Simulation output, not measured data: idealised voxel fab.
The following process module bears the name voxel lift off.
Section shown: cut. Width: 280 nm. Cell size: 5 nm, square.
If you're reading a cross-section in this doc, picture square cells in a grid; it comes to you as bands, top ones listed first down to the bottom, and a band can be one or more rows of cells. Top, bottom (nm), then materials left to right with widths (nm); lone material tagged "everywhere" fills the whole band edge to edge; "air" = empty space. Beneath 0, the wafer as received is one material, and that level is where height counting begins. The lowest band goes on downward without a bottom; it is written like "top 0, no bottom". Read "30 to 40" as a graded width: first number on top, second number at the bottom, same change between each pair of neighbouring rows. "same as before" -> step changed no cross-section cell. Voids not open to the top, 8 cells minimum: see "Enclosed void inventory". Written width x height at distance; distance is from the left edge; nm. Past the settings on a step's line: simulator remark, on that step. overlay nm: step with mask; distance mask lay right of planned place; negative value = left of planned place.
This section lists the process steps that were planned
- 1: RECEIVE,material Si
- 2: CONFORMAL_DEP,material SiO2,thk nm 10
- 3: PATTERN,tone open,mask id LINES,material resist,width nm 15,pitch nm 40,thk nm 20,overlay nm 0
- 4: DIRECTIONAL_DEP,material Ru,thk nm 5
- 5: STRIP,etch materials resist
- 6: CONFORMAL_DEP,material SiCN,thk nm 5
The plan shows the width nm of step 3 as the first wafer had it; this setting differs between the wafers, which start out alike.
Cross-section of the first of several wafers on receipt, reflecting completion of step 1
	top 0, no bottom | Si everywhere
	Enclosed void inventory: none
Here is the cross-section of the first of several wafers at the end of the module, after its last step, step 6
	top 20, bottom 15 | air 105 / SiCN 25 / air 15 / SiCN 25 / air 110
	top 15, bottom 10 | SiCN 110 / Ru 15 / SiCN 25 / Ru 15 / SiCN 115
	top 10, bottom 0 | SiO2 everywhere
	top 0, no bottom | Si everywhere
	Enclosed void inventory: none
Cross-sectional view of the final wafer of several at the module's end
	top 20, bottom 15 | air 100 / SiCN 35 / air 5 / SiCN 35 / air 105
	top 15, bottom 10 | SiCN 105 / Ru 25 / SiCN 15 / Ru 25 / SiCN 110
	top 10, bottom 0 | SiO2 everywhere
	top 0, no bottom | Si everywhere
	Enclosed void inventory: none
Table: wafers, a row each; end-of-module cell change per material since receipt, gain (+), loss (-); then closed voids
width nm 15 | +6 Ru | +60 SiCN | +112 SiO2 | Enclosed void inventory: none
width nm 20 | +8 Ru | +60 SiCN | +112 SiO2 | Enclosed void inventory: none
width nm 25 | +10 Ru | +60 SiCN | +112 SiO2 | Enclosed void inventory: none
